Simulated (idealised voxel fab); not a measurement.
Herein follows the process module entitled voxel wiring stack.
The cross-section on display is named cut; it measures 240 nm wide, and its cells are 5 nm squares.
Cross-sections here: square-cell grids, written as top-down lists of bands, a band being one or more rows of cells.
Heads up on the band format: heights come first, top then bottom, in nm. After that it's the materials left to right, each with its width in nm. A single material flagged "all across" fills the whole band edge to edge, and "empty" means there's empty space there.
The reference from which all heights are counted is 0, the level beneath which the as-received wafer is entirely one material; the lowest band, having no lower bound, proceeds downward and is written after the example "0 and below".
The notation "30->40" denotes a width that varies across the rows of cells in the band, beginning at the first number in the top row, finishing at the second number in the bottom row, and changing by an identical amount from each row to the next.
Take "left unchanged" at face value: in the step it is given for, the cross-section changed in none of its cells.
The list in "Catalogued sealed voids" covers empty spaces of 8 cells or more that cannot reach the top through any open way, and it gives each as width x height at distance; the distance is from the left edge, and width, height and distance are in nm.
Read whatever lies past the settings on a step's line as the simulator's own remark about the step.
You can add "overlay nm" to a step's line. For a step with a mask, it describes how far the mask lay to the right of its planned position, and a negative number describes a lay to the left.
Read each pair as before and after one process step. The after cross-section shows only down to the lowest band that changed. The step between them and its settings are given below the pair. Pairs can come from different runs of this module on the same starting wafer. A pair continues from the pair above only where its "Ahead of processing" entry says so.

AHEAD OF PROCESSING
    125 down to 115  Cu all across
    115 down to 110  TiN (70)  Cu (10)  TiN (35)  Cu (10)  TiN (35)  Cu (10)  TiN (70)
    110 down to 100  SiO2 (65)  TiN (5->10)  Cu (10->5)  TiN (5)  SiO2 (25)  TiN (5->10)  Cu (10->5)  TiN (5)  SiO2 (25)  TiN (5->10)  Cu (10->5)  TiN (5)  SiO2 (65)
    100 down to 95  SiO2 (70)  TiN (5)  Cu (5)  TiN (5)  SiO2 (30)  TiN (5)  Cu (5)  TiN (5)  SiO2 (30)  TiN (5)  Cu (5)  TiN (5)  SiO2 (65)
    95 down to 90  SiO2 (70)  TiN (15)  SiO2 (30)  TiN (15)  SiO2 (30)  TiN (15)  SiO2 (65)
    90 down to 80  SiO2 (70)  TiN (10)  SiO2 (35)  TiN (10)  SiO2 (35)  TiN (10)  SiO2 (70)
    80 down to 75  SiCN (70)  TiN (10)  SiCN (35)  TiN (10)  SiCN (35)  TiN (10)  SiCN (70)
    75 down to 65  SiO2 (65)  TiN (5)  Cu (10)  TiN (5)  SiO2 (25)  TiN (5)  Cu (10)  TiN (5)  SiO2 (25)  TiN (5)  Cu (10)  TiN (5)  SiO2 (65)
    65 down to 60  SiO2 (65)  TiN (5)  Cu (5)  TiN (10)  SiO2 (25)  TiN (5)  Cu (5)  TiN (10)  SiO2 (25)  TiN (5)  Cu (5)  TiN (10)  SiO2 (65)
    60 down to 50  SiO2 (65)  TiN (5)  Cu (5)  TiN (5)  SiO2 (30)  TiN (5)  Cu (5)  TiN (5)  SiO2 (30)  TiN (5)  Cu (5)  TiN (5)  SiO2 (70)
    50 down to 45  SiCN (65)  TiN (15)  SiCN (30)  TiN (15)  SiCN (30)  TiN (15)  SiCN (70)
    45 down to 40  SiCN (60)  Ru (30)  SiCN (15)  Ru (30)  SiCN (15)  Ru (30)  SiCN (60)
    40 down to 20  lowk (65)  TiN (5)  Cu (10)  TiN (5)  lowk (25)  TiN (5)  Cu (10)  TiN (5)  lowk (25)  TiN (5)  Cu (10)  TiN (5)  lowk (65)
    20 down to 15  SiCN (65)  TiN (20)  SiCN (25)  TiN (20)  SiCN (25)  TiN (20)  SiCN (65)
    15 down to 0  SiO2 all across
    0 and below  Si all across
    Catalogued sealed voids: none

SECTIONAL VIEW, POST-PROCESS
    110 down to 100  SiO2 (65)  TiN (5->10)  Cu (10->5)  TiN (5)  SiO2 (25)  TiN (5->10)  Cu (10->5)  TiN (5)  SiO2 (25)  TiN (5->10)  Cu (10->5)  TiN (5)  SiO2 (65)
    Nothing below the height 100 has changed.
    Catalogued sealed voids: none
In between the cross-sections above, the run called for CMP [height nm 110]

Ahead of processing: the pre-step structure is the one depicted after the step in the pair just above.

SECTIONAL VIEW, POST-PROCESS
    115 down to 110  SiCN all across
    Nothing below the height 110 has changed.
    Catalogued sealed voids: none
In between the cross-sections above, the run called for CONFORMAL_DEP [material SiCN] [thk nm 5]

AHEAD OF PROCESSING
    110 down to 90  SiO2 (65)  empty (20)  SiO2 (25)  empty (20)  SiO2 (25)  empty (20)  SiO2 (65)
    90 down to 80  SiO2 (65)  empty (15)  SiO2 (30)  empty (15)  SiO2 (30)  empty (15)  SiO2 (70)
    80 down to 75  SiCN all across
    75 down to 65  SiO2 (65)  TiN (5)  Cu (10)  TiN (5)  SiO2 (25)  TiN (5)  Cu (10)  TiN (5)  SiO2 (25)  TiN (5)  Cu (10)  TiN (5)  SiO2 (65)
    65 down to 60  SiO2 (65)  TiN (5)  Cu (5)  TiN (10)  SiO2 (25)  TiN (5)  Cu (5)  TiN (10)  SiO2 (25)  TiN (5)  Cu (5)  TiN (10)  SiO2 (65)
    60 down to 50  SiO2 (65)  TiN (5)  Cu (5)  TiN (5)  SiO2 (30)  TiN (5)  Cu (5)  TiN (5)  SiO2 (30)  TiN (5)  Cu (5)  TiN (5)  SiO2 (70)
    50 down to 45  SiCN (65)  TiN (15)  SiCN (30)  TiN (15)  SiCN (30)  TiN (15)  SiCN (70)
    45 down to 40  SiCN (60)  Ru (30)  SiCN (15)  Ru (30)  SiCN (15)  Ru (30)  SiCN (60)
    40 down to 20  lowk (65)  TiN (5)  Cu (10)  TiN (5)  lowk (25)  TiN (5)  Cu (10)  TiN (5)  lowk (25)  TiN (5)  Cu (10)  TiN (5)  lowk (65)
    20 down to 15  SiCN (65)  TiN (20)  SiCN (25)  TiN (20)  SiCN (25)  TiN (20)  SiCN (65)
    15 down to 0  SiO2 all across
    0 and below  Si all across
    Catalogued sealed voids: none

SECTIONAL VIEW, POST-PROCESS
    110 down to 90  SiO2 (65)  empty (20)  SiO2 (25)  empty (20)  SiO2 (25)  empty (20)  SiO2 (65)
    90 down to 80  SiO2 (65)  empty (15)  SiO2 (30)  empty (15)  SiO2 (30)  empty (15)  SiO2 (70)
    80 down to 75  SiCN (70)  empty (10)  SiCN (35)  empty (10)  SiCN (35)  empty (10)  SiCN (70)
    Nothing below the height 75 has changed.
    Catalogued sealed voids: none
In between the cross-sections above, the run called for MASKED_ETCH [tone open] [mask id METAL_3_HOLES] [width nm 15] [pitch nm 45] [etch materials SiCN] [depth nm 5] [overlay nm 5]

Ahead of processing: the pre-step structure is the one depicted after the step in the pair just above.

SECTIONAL VIEW, POST-PROCESS
    115 down to 110  TiN (70)  empty (10)  TiN (35)  empty (10)  TiN (35)  empty (10)  TiN (70)
    110 down to 95  SiO2 (65)  TiN (5)  empty (10)  TiN (5)  SiO2 (25)  TiN (5)  empty (10)  TiN (5)  SiO2 (25)  TiN (5)  empty (10)  TiN (5)  SiO2 (65)
    95 down to 85  SiO2 (65)  TiN (5)  empty (5)  TiN (10->5)  SiO2 (25->30)  TiN (5)  empty (5)  TiN (10->5)  SiO2 (25->30)  TiN (5)  empty (5)  TiN (10->5)  SiO2 (65->70)
    85 down to 80  SiO2 (65)  TiN (15)  SiO2 (30)  TiN (15)  SiO2 (30)  TiN (15)  SiO2 (70)
    80 down to 75  SiCN (70)  TiN (10)  SiCN (35)  TiN (10)  SiCN (35)  TiN (10)  SiCN (70)
    Nothing below the height 75 has changed.
    Catalogued sealed voids: none
In between the cross-sections above, the run called for CONFORMAL_DEP [material TiN] [thk nm 5]

Ahead of processing: the pre-step structure is the one depicted after the step in the pair just above.

SECTIONAL VIEW, POST-PROCESS
    125 down to 115  Cu all across
    115 down to 110  TiN (70)  Cu (10)  TiN (35)  Cu (10)  TiN (35)  Cu (10)  TiN (70)
    110 down to 95  SiO2 (65)  TiN (5)  Cu (10)  TiN (5)  SiO2 (25)  TiN (5)  Cu (10)  TiN (5)  SiO2 (25)  TiN (5)  Cu (10)  TiN (5)  SiO2 (65)
    95 down to 85  SiO2 (65)  TiN (5)  Cu (5)  TiN (10->5)  SiO2 (25->30)  TiN (5)  Cu (5)  TiN (10->5)  SiO2 (25->30)  TiN (5)  Cu (5)  TiN (10->5)  SiO2 (65->70)
    Nothing below the height 85 has changed.
    Catalogued sealed voids: none
In between the cross-sections above, the run called for FILL_DEP [material Cu] [thk nm 10]

Ahead of processing: the pre-step structure is the one depicted after the step in the pair just above.

SECTIONAL VIEW, POST-PROCESS
    110 down to 95  SiO2 (65)  TiN (5)  Cu (10)  TiN (5)  SiO2 (25)  TiN (5)  Cu (10)  TiN (5)  SiO2 (25)  TiN (5)  Cu (10)  TiN (5)  SiO2 (65)
    Nothing below the height 95 has changed.
    Catalogued sealed voids: none
In between the cross-sections above, the run called for CMP [height nm 110]

Ahead of processing: the pre-step structure is the one depicted after the step in the pair just above.

SECTIONAL VIEW, POST-PROCESS
    115 down to 110  SiCN all across
    Nothing below the height 110 has changed.
    Catalogued sealed voids: none
In between the cross-sections above, the run called for CONFORMAL_DEP [material SiCN] [thk nm 5]

AHEAD OF PROCESSING
    45 down to 40  empty (60)  Ru (30)  empty (15)  Ru (30)  empty (15)  Ru (30)  empty (60)
    40 down to 20  lowk (65)  TiN (5)  Cu (10)  TiN (5)  lowk (25)  TiN (5)  Cu (10)  TiN (5)  lowk (25)  TiN (5)  Cu (10)  TiN (5)  lowk (65)
    20 down to 15  SiCN (65)  TiN (20)  SiCN (25)  TiN (20)  SiCN (25)  TiN (20)  SiCN (65)
    15 down to 0  SiO2 all across
    0 and below  Si all across
    Catalogued sealed voids: none

SECTIONAL VIEW, POST-PROCESS
    50 down to 45  Cu all across
    45 down to 40  Cu (60)  Ru (30)  Cu (15)  Ru (30)  Cu (15)  Ru (30)  Cu (60)
    Nothing below the height 40 has changed.
    Catalogued sealed voids: none
In between the cross-sections above, the run called for FILL_DEP [material Cu] [thk nm 5]

Ahead of processing: the pre-step structure is the one depicted after the step in the pair just above.

SECTIONAL VIEW, POST-PROCESS
    75 down to 50  SiO2 all across
    Nothing below the height 50 has changed.
    Catalogued sealed voids: none
In between the cross-sections above, the run called for DIRECTIONAL_DEP [material SiO2] [thk nm 25]

Ahead of processing: the pre-step structure is the one depicted after the step in the pair just above.

SECTIONAL VIEW, POST-PROCESS
    75 down to 60  SiO2 (65)  empty (20)  SiO2 (25)  empty (20)  SiO2 (25)  empty (20)  SiO2 (65)
    Nothing below the height 60 has changed.
    Catalogued sealed voids: none
In between the cross-sections above, the run called for MASKED_ETCH [tone open] [mask id METAL_2] [width nm 20] [pitch nm 45] [etch materials SiO2] [depth nm 15] [overlay nm 0]

Ahead of processing: the pre-step structure is the one depicted after the step in the pair just above.

SECTIONAL VIEW, POST-PROCESS
    95 down to 75  resist (65)  empty (15)  resist (30)  empty (15)  resist (30)  empty (15)  resist (70)
    75 down to 60  SiO2 (65)  empty (15)  resist (5)  SiO2 (25)  empty (15)  resist (5)  SiO2 (25)  empty (15)  resist (5)  SiO2 (65)
    Nothing below the height 60 has changed.
    Catalogued sealed voids: none
In between the cross-sections above, the run called for PATTERN [tone open] [mask id METAL_2_HOLES] [material resist] [width nm 15] [pitch nm 45] [thk nm 20] [overlay nm 0]

Ahead of processing: the pre-step structure is the one depicted after the step in the pair just above.

SECTIONAL VIEW, POST-PROCESS
    95 down to 75  resist (65)  empty (15)  resist (30)  empty (15)  resist (30)  empty (15)  resist (70)
    75 down to 60  SiO2 (65)  empty (15)  resist (5)  SiO2 (25)  empty (15)  resist (5)  SiO2 (25)  empty (15)  resist (5)  SiO2 (65)
    60 down to 50  SiO2 (65)  empty (15)  SiO2 (30)  empty (15)  SiO2 (30)  empty (15)  SiO2 (70)
    Nothing below the height 50 has changed.
    Catalogued sealed voids: none
In between the cross-sections above, the run called for DIRECTIONAL_ETCH [etch materials SiO2] [depth nm 10]

Ahead of processing: the pre-step structure is the one depicted after the step in the pair just above.

SECTIONAL VIEW, POST-PROCESS
    75 down to 60  SiO2 (65)  empty (20)  SiO2 (25)  empty (20)  SiO2 (25)  empty (20)  SiO2 (65)
    Nothing below the height 60 has changed.
    Catalogued sealed voids: none
In between the cross-sections above, the run called for STRIP [etch materials resist]

Ahead of processing: the pre-step structure is the one depicted after the step in the pair just above.

SECTIONAL VIEW, POST-PROCESS
    80 down to 75  TiN (70)  empty (10)  TiN (35)  empty (10)  TiN (35)  empty (10)  TiN (70)
    75 down to 65  SiO2 (65)  TiN (5)  empty (10)  TiN (5)  SiO2 (25)  TiN (5)  empty (10)  TiN (5)  SiO2 (25)  TiN (5)  empty (10)  TiN (5)  SiO2 (65)
    65 down to 55  SiO2 (65)  TiN (5)  empty (5)  TiN (10->5)  SiO2 (25->30)  TiN (5)  empty (5)  TiN (10->5)  SiO2 (25->30)  TiN (5)  empty (5)  TiN (10->5)  SiO2 (65->70)
    55 down to 50  SiO2 (65)  TiN (15)  SiO2 (30)  TiN (15)  SiO2 (30)  TiN (15)  SiO2 (70)
    Nothing below the height 50 has changed.
    Catalogued sealed voids: none
In between the cross-sections above, the run called for CONFORMAL_DEP [material TiN] [thk nm 5]

Ahead of processing: the pre-step structure is the one depicted after the step in the pair just above.

SECTIONAL VIEW, POST-PROCESS
    90 down to 80  Cu all across
    80 down to 75  TiN (70)  Cu (10)  TiN (35)  Cu (10)  TiN (35)  Cu (10)  TiN (70)
    75 down to 65  SiO2 (65)  TiN (5)  Cu (10)  TiN (5)  SiO2 (25)  TiN (5)  Cu (10)  TiN (5)  SiO2 (25)  TiN (5)  Cu (10)  TiN (5)  SiO2 (65)
    65 down to 55  SiO2 (65)  TiN (5)  Cu (5)  TiN (10->5)  SiO2 (25->30)  TiN (5)  Cu (5)  TiN (10->5)  SiO2 (25->30)  TiN (5)  Cu (5)  TiN (10->5)  SiO2 (65->70)
    Nothing below the height 55 has changed.
    Catalogued sealed voids: none
In between the cross-sections above, the run called for FILL_DEP [material Cu] [thk nm 10]

Ahead of processing: the pre-step structure is the one depicted after the step in the pair just above.

SECTIONAL VIEW, POST-PROCESS
    75 down to 65  SiO2 (65)  TiN (5)  Cu (10)  TiN (5)  SiO2 (25)  TiN (5)  Cu (10)  TiN (5)  SiO2 (25)  TiN (5)  Cu (10)  TiN (5)  SiO2 (65)
    Nothing below the height 65 has changed.
    Catalogued sealed voids: none
In between the cross-sections above, the run called for CMP [height nm 75]

Ahead of processing: the pre-step structure is the one depicted after the step in the pair just above.

SECTIONAL VIEW, POST-PROCESS
    80 down to 75  SiCN all across
    Nothing below the height 75 has changed.
    Catalogued sealed voids: none
In between the cross-sections above, the run called for CONFORMAL_DEP [material SiCN] [thk nm 5]

Ahead of processing: the pre-step structure is the one depicted after the step in the pair just above.

SECTIONAL VIEW, POST-PROCESS
    110 down to 80  SiO2 all across
    Nothing below the height 80 has changed.
    Catalogued sealed voids: none
In between the cross-sections above, the run called for DIRECTIONAL_DEP [material SiO2] [thk nm 30]

Ahead of processing: the pre-step structure is the one depicted after the step in the pair just above.

SECTIONAL VIEW, POST-PROCESS
    130 down to 110  resist (65)  empty (20)  resist (25)  empty (20)  resist (25)  empty (20)  resist (65)
    Nothing below the height 110 has changed.
    Catalogued sealed voids: none
In between the cross-sections above, the run called for PATTERN [tone open] [mask id METAL_3] [material resist] [width nm 20] [pitch nm 45] [thk nm 20] [overlay nm 0]

Ahead of processing: the pre-step structure is the one depicted after the step in the pair just above.

SECTIONAL VIEW, POST-PROCESS
    130 down to 110  resist (65)  empty (20)  resist (25)  empty (20)  resist (25)  empty (20)  resist (65)
    110 down to 90  SiO2 (65)  empty (20)  SiO2 (25)  empty (20)  SiO2 (25)  empty (20)  SiO2 (65)
    Nothing below the height 90 has changed.
    Catalogued sealed voids: none
In between the cross-sections above, the run called for DIRECTIONAL_ETCH [etch materials SiO2] [depth nm 20]

Ahead of processing: the pre-step structure is the one depicted after the step in the pair just above.

SECTIONAL VIEW, POST-PROCESS
    110 down to 90  SiO2 (65)  empty (20)  SiO2 (25)  empty (20)  SiO2 (25)  empty (20)  SiO2 (65)
    Nothing below the height 90 has changed.
    Catalogued sealed voids: none
In between the cross-sections above, the run called for STRIP [etch materials resist]

Ahead of processing: the pre-step structure is the one depicted after the step in the pair just above.

SECTIONAL VIEW, POST-PROCESS
    110 down to 90  SiO2 (65)  empty (20)  SiO2 (25)  empty (20)  SiO2 (25)  empty (20)  SiO2 (65)
    90 down to 80  SiO2 (65)  empty (15)  SiO2 (30)  empty (15)  SiO2 (30)  empty (15)  SiO2 (70)
    Nothing below the height 80 has changed.
    Catalogued sealed voids: none
In between the cross-sections above, the run called for MASKED_ETCH [tone open] [mask id METAL_3_HOLES] [width nm 15] [pitch nm 45] [etch materials SiO2] [depth nm 10] [overlay nm 0]

Ahead of processing: the pre-step structure is the one depicted after the step in the pair just above.

SECTIONAL VIEW, POST-PROCESS
    110 down to 90  SiO2 (65)  empty (20)  SiO2 (25)  empty (20)  SiO2 (25)  empty (20)  SiO2 (65)
    90 down to 80  SiO2 (65)  empty (15)  SiO2 (30)  empty (15)  SiO2 (30)  empty (15)  SiO2 (70)
    80 down to 75  SiCN (65)  empty (15)  SiCN (30)  empty (15)  SiCN (30)  empty (15)  SiCN (70)
    Nothing below the height 75 has changed.
    Catalogued sealed voids: none
In between the cross-sections above, the run called for MASKED_ETCH [tone open] [mask id METAL_3_HOLES] [width nm 15] [pitch nm 45] [etch materials SiCN] [depth nm 5] [overlay nm 0]

Ahead of processing: the pre-step structure is the one depicted after the step in the pair just above.

SECTIONAL VIEW, POST-PROCESS
    115 down to 110  TiN (70)  empty (10)  TiN (35)  empty (10)  TiN (35)  empty (10)  TiN (70)
    110 down to 95  SiO2 (65)  TiN (5)  empty (10)  TiN (5)  SiO2 (25)  TiN (5)  empty (10)  TiN (5)  SiO2 (25)  TiN (5)  empty (10)  TiN (5)  SiO2 (65)
    95 down to 90  SiO2 (65)  TiN (5)  empty (5)  TiN (10)  SiO2 (25)  TiN (5)  empty (5)  TiN (10)  SiO2 (25)  TiN (5)  empty (5)  TiN (10)  SiO2 (65)
    90 down to 80  SiO2 (65)  TiN (5)  empty (5)  TiN (5)  SiO2 (30)  TiN (5)  empty (5)  TiN (5)  SiO2 (30)  TiN (5)  empty (5)  TiN (5)  SiO2 (70)
    80 down to 75  SiCN (65)  TiN (15)  SiCN (30)  TiN (15)  SiCN (30)  TiN (15)  SiCN (70)
    Nothing below the height 75 has changed.
    Catalogued sealed voids: none
In between the cross-sections above, the run called for CONFORMAL_DEP [material TiN] [thk nm 5]

Ahead of processing: the pre-step structure is the one depicted after the step in the pair just above.

SECTIONAL VIEW, POST-PROCESS
    125 down to 115  Cu all across
    115 down to 110  TiN (70)  Cu (10)  TiN (35)  Cu (10)  TiN (35)  Cu (10)  TiN (70)
    110 down to 95  SiO2 (65)  TiN (5)  Cu (10)  TiN (5)  SiO2 (25)  TiN (5)  Cu (10)  TiN (5)  SiO2 (25)  TiN (5)  Cu (10)  TiN (5)  SiO2 (65)
    95 down to 90  SiO2 (65)  TiN (5)  Cu (5)  TiN (10)  SiO2 (25)  TiN (5)  Cu (5)  TiN (10)  SiO2 (25)  TiN (5)  Cu (5)  TiN (10)  SiO2 (65)
    90 down to 80  SiO2 (65)  TiN (5)  Cu (5)  TiN (5)  SiO2 (30)  TiN (5)  Cu (5)  TiN (5)  SiO2 (30)  TiN (5)  Cu (5)  TiN (5)  SiO2 (70)
    Nothing below the height 80 has changed.
    Catalogued sealed voids: none
In between the cross-sections above, the run called for FILL_DEP [material Cu] [thk nm 10]

Ahead of processing: the pre-step structure is the one depicted after the step in the pair just above.

SECTIONAL VIEW, POST-PROCESS
    110 down to 95  SiO2 (65)  TiN (5)  Cu (10)  TiN (5)  SiO2 (25)  TiN (5)  Cu (10)  TiN (5)  SiO2 (25)  TiN (5)  Cu (10)  TiN (5)  SiO2 (65)
    Nothing below the height 95 has changed.
    Catalogued sealed voids: none
In between the cross-sections above, the run called for CMP [height nm 110]

Ahead of processing: the pre-step structure is the one depicted after the step in the pair just above.

SECTIONAL VIEW, POST-PROCESS
    115 down to 110  SiCN all across
    Nothing below the height 110 has changed.
    Catalogued sealed voids: none
In between the cross-sections above, the run called for CONFORMAL_DEP [material SiCN] [thk nm 5]

AHEAD OF PROCESSING
    75 down to 60  SiO2 (65)  empty (20)  SiO2 (25)  empty (20)  SiO2 (25)  empty (20)  SiO2 (65)
    60 down to 50  SiO2 all across
    50 down to 45  SiCN all across
    45 down to 40  SiCN (60)  Ru (30)  SiCN (15)  Ru (30)  SiCN (15)  Ru (30)  SiCN (60)
    40 down to 20  lowk (65)  TiN (5)  Cu (10)  TiN (5)  lowk (25)  TiN (5)  Cu (10)  TiN (5)  lowk (25)  TiN (5)  Cu (10)  TiN (5)  lowk (65)
    20 down to 15  SiCN (65)  TiN (20)  SiCN (25)  TiN (20)  SiCN (25)  TiN (20)  SiCN (65)
    15 down to 0  SiO2 all across
    0 and below  Si all across
    Catalogued sealed voids: none

SECTIONAL VIEW, POST-PROCESS
    95 down to 75  empty (65)  resist (15)  empty (30)  resist (15)  empty (30)  resist (15)  empty (70)
    75 down to 60  SiO2 (65)  resist (15)  empty (5)  SiO2 (25)  resist (15)  empty (5)  SiO2 (25)  resist (15)  empty (5)  SiO2 (65)
    Nothing below the height 60 has changed.
    Catalogued sealed voids: none
In between the cross-sections above, the run called for PATTERN [tone cover] [mask id METAL_2_HOLES] [material resist] [width nm 15] [pitch nm 45] [thk nm 20] [overlay nm 0]

Ahead of processing: the pre-step structure is the one depicted after the step in the pair just above.

SECTIONAL VIEW, POST-PROCESS
    95 down to 65  empty (65)  resist (15)  empty (30)  resist (15)  empty (30)  resist (15)  empty (70)
    65 down to 60  SiO2 (65)  resist (15)  empty (5)  SiO2 (25)  resist (15)  empty (5)  SiO2 (25)  resist (15)  empty (5)  SiO2 (65)
    60 down to 50  SiO2 (80)  empty (5)  SiO2 (40)  empty (5)  SiO2 (40)  empty (5)  SiO2 (65)
    Nothing below the height 50 has changed.
    Catalogued sealed voids: none
In between the cross-sections above, the run called for DIRECTIONAL_ETCH [etch materials SiO2] [depth nm 10]

Ahead of processing: the pre-step structure is the one depicted after the step in the pair just above.

SECTIONAL VIEW, POST-PROCESS
    95 down to 65  empty (65)  resist (15)  empty (30)  resist (15)  empty (30)  resist (15)  empty (70)
    65 down to 60  SiO2 (65)  resist (15)  empty (5)  SiO2 (25)  resist (15)  empty (5)  SiO2 (25)  resist (15)  empty (5)  SiO2 (65)
    60 down to 50  SiO2 (80)  empty (5)  SiO2 (40)  empty (5)  SiO2 (40)  empty (5)  SiO2 (65)
    50 down to 45  SiCN (80)  empty (5)  SiCN (40)  empty (5)  SiCN (40)  empty (5)  SiCN (65)
    Nothing below the height 45 has changed.
    Catalogued sealed voids: none
In between the cross-sections above, the run called for DIRECTIONAL_ETCH [etch materials SiCN] [depth nm 5]

Ahead of processing: the pre-step structure is the one depicted after the step in the pair just above.

SECTIONAL VIEW, POST-PROCESS
    65 down to 60  SiO2 (65)  empty (20)  SiO2 (25)  empty (20)  SiO2 (25)  empty (20)  SiO2 (65)
    Nothing below the height 60 has changed.
    Catalogued sealed voids: none
In between the cross-sections above, the run called for STRIP [etch materials resist]

Ahead of processing: the pre-step structure is the one depicted after the step in the pair just above.

SECTIONAL VIEW, POST-PROCESS
    70 down to 65  TiN (70)  empty (10)  TiN (35)  empty (10)  TiN (35)  empty (10)  TiN (70)
    65 down to 60  SiO2 (65)  TiN (20)  SiO2 (25)  TiN (20)  SiO2 (25)  TiN (20)  SiO2 (65)
    60 down to 50  SiO2 (80)  TiN (5)  SiO2 (40)  TiN (5)  SiO2 (40)  TiN (5)  SiO2 (65)
    50 down to 45  SiCN (80)  TiN (5)  SiCN (40)  TiN (5)  SiCN (40)  TiN (5)  SiCN (65)
    Nothing below the height 45 has changed.
    Catalogued sealed voids: none
In between the cross-sections above, the run called for CONFORMAL_DEP [material TiN] [thk nm 5]

Ahead of processing: the pre-step structure is the one depicted after the step in the pair just above.

SECTIONAL VIEW, POST-PROCESS
    80 down to 70  Cu all across
    70 down to 65  TiN (70)  Cu (10)  TiN (35)  Cu (10)  TiN (35)  Cu (10)  TiN (70)
    Nothing below the height 65 has changed.
    Catalogued sealed voids: none
In between the cross-sections above, the run called for FILL_DEP [material Cu] [thk nm 10]

Ahead of processing: the pre-step structure is the one depicted after the step in the pair just above.

SECTIONAL VIEW, POST-PROCESS
    75 down to 70  Cu all across
    Nothing below the height 70 has changed.
    Catalogued sealed voids: none
In between the cross-sections above, the run called for CMP [height nm 75]

Ahead of processing: the pre-step structure is the one depicted after the step in the pair just above.

SECTIONAL VIEW, POST-PROCESS
    80 down to 75  SiCN all across
    Nothing below the height 75 has changed.
    Catalogued sealed voids: none
In between the cross-sections above, the run called for CONFORMAL_DEP [material SiCN] [thk nm 5]

Ahead of processing: the pre-step structure is the one depicted after the step in the pair just above.

SECTIONAL VIEW, POST-PROCESS
    110 down to 80  SiO2 all across
    Nothing below the height 80 has changed.
    Catalogued sealed voids: none
In between the cross-sections above, the run called for DIRECTIONAL_DEP [material SiO2] [thk nm 30]

Ahead of processing: the pre-step structure is the one depicted after the step in the pair just above.

SECTIONAL VIEW, POST-PROCESS
    130 down to 110  resist (65)  empty (20)  resist (25)  empty (20)  resist (25)  empty (20)  resist (65)
    Nothing below the height 110 has changed.
    Catalogued sealed voids: none
In between the cross-sections above, the run called for PATTERN [tone open] [mask id METAL_3] [material resist] [width nm 20] [pitch nm 45] [thk nm 20] [overlay nm 0]

Ahead of processing: the pre-step structure is the one depicted after the step in the pair just above.

SECTIONAL VIEW, POST-PROCESS
    130 down to 110  resist (65)  empty (20)  resist (25)  empty (20)  resist (25)  empty (20)  resist (65)
    110 down to 90  SiO2 (65)  empty (20)  SiO2 (25)  empty (20)  SiO2 (25)  empty (20)  SiO2 (65)
    Nothing below the height 90 has changed.
    Catalogued sealed voids: none
In between the cross-sections above, the run called for DIRECTIONAL_ETCH [etch materials SiO2] [depth nm 20]

Ahead of processing: the pre-step structure is the one depicted after the step in the pair just above.

SECTIONAL VIEW, POST-PROCESS
    110 down to 90  SiO2 (65)  empty (20)  SiO2 (25)  empty (20)  SiO2 (25)  empty (20)  SiO2 (65)
    Nothing below the height 90 has changed.
    Catalogued sealed voids: none
In between the cross-sections above, the run called for STRIP [etch materials resist]

Ahead of processing: the pre-step structure is the one depicted after the step in the pair just above.

SECTIONAL VIEW, POST-PROCESS
    110 down to 90  SiO2 (65)  empty (20)  SiO2 (25)  empty (20)  SiO2 (25)  empty (20)  SiO2 (65)
    90 down to 80  SiO2 (65)  empty (15)  SiO2 (30)  empty (15)  SiO2 (30)  empty (15)  SiO2 (70)
    Nothing below the height 80 has changed.
    Catalogued sealed voids: none
In between the cross-sections above, the run called for MASKED_ETCH [tone open] [mask id METAL_3_HOLES] [width nm 15] [pitch nm 45] [etch materials SiO2] [depth nm 10] [overlay nm 0]

Ahead of processing: the pre-step structure is the one depicted after the step in the pair just above.

SECTIONAL VIEW, POST-PROCESS
    110 down to 90  SiO2 (65)  empty (20)  SiO2 (25)  empty (20)  SiO2 (25)  empty (20)  SiO2 (65)
    90 down to 80  SiO2 (65)  empty (15)  SiO2 (30)  empty (15)  SiO2 (30)  empty (15)  SiO2 (70)
    80 down to 75  SiCN (65)  empty (15)  SiCN (30)  empty (15)  SiCN (30)  empty (15)  SiCN (70)
    Nothing below the height 75 has changed.
    Catalogued sealed voids: none
In between the cross-sections above, the run called for MASKED_ETCH [tone open] [mask id METAL_3_HOLES] [width nm 15] [pitch nm 45] [etch materials SiCN] [depth nm 5] [overlay nm 0]

Ahead of processing: the pre-step structure is the one depicted after the step in the pair just above.

SECTIONAL VIEW, POST-PROCESS
    115 down to 110  TiN (70)  empty (10)  TiN (35)  empty (10)  TiN (35)  empty (10)  TiN (70)
    110 down to 95  SiO2 (65)  TiN (5)  empty (10)  TiN (5)  SiO2 (25)  TiN (5)  empty (10)  TiN (5)  SiO2 (25)  TiN (5)  empty (10)  TiN (5)  SiO2 (65)
    95 down to 90  SiO2 (65)  TiN (5)  empty (5)  TiN (10)  SiO2 (25)  TiN (5)  empty (5)  TiN (10)  SiO2 (25)  TiN (5)  empty (5)  TiN (10)  SiO2 (65)
    90 down to 80  SiO2 (65)  TiN (5)  empty (5)  TiN (5)  SiO2 (30)  TiN (5)  empty (5)  TiN (5)  SiO2 (30)  TiN (5)  empty (5)  TiN (5)  SiO2 (70)
    80 down to 75  SiCN (65)  TiN (15)  SiCN (30)  TiN (15)  SiCN (30)  TiN (15)  SiCN (70)
    Nothing below the height 75 has changed.
    Catalogued sealed voids: none
In between the cross-sections above, the run called for CONFORMAL_DEP [material TiN] [thk nm 5]

Ahead of processing: the pre-step structure is the one depicted after the step in the pair just above.

SECTIONAL VIEW, POST-PROCESS
    125 down to 115  Cu all across
    115 down to 110  TiN (70)  Cu (10)  TiN (35)  Cu (10)  TiN (35)  Cu (10)  TiN (70)
    110 down to 95  SiO2 (65)  TiN (5)  Cu (10)  TiN (5)  SiO2 (25)  TiN (5)  Cu (10)  TiN (5)  SiO2 (25)  TiN (5)  Cu (10)  TiN (5)  SiO2 (65)
    95 down to 90  SiO2 (65)  TiN (5)  Cu (5)  TiN (10)  SiO2 (25)  TiN (5)  Cu (5)  TiN (10)  SiO2 (25)  TiN (5)  Cu (5)  TiN (10)  SiO2 (65)
    90 down to 80  SiO2 (65)  TiN (5)  Cu (5)  TiN (5)  SiO2 (30)  TiN (5)  Cu (5)  TiN (5)  SiO2 (30)  TiN (5)  Cu (5)  TiN (5)  SiO2 (70)
    Nothing below the height 80 has changed.
    Catalogued sealed voids: none
In between the cross-sections above, the run called for FILL_DEP [material Cu] [thk nm 10]

Ahead of processing: the pre-step structure is the one depicted after the step in the pair just above.

SECTIONAL VIEW, POST-PROCESS
    110 down to 95  SiO2 (65)  TiN (5)  Cu (10)  TiN (5)  SiO2 (25)  TiN (5)  Cu (10)  TiN (5)  SiO2 (25)  TiN (5)  Cu (10)  TiN (5)  SiO2 (65)
    Nothing below the height 95 has changed.
    Catalogued sealed voids: none
In between the cross-sections above, the run called for CMP [height nm 110]
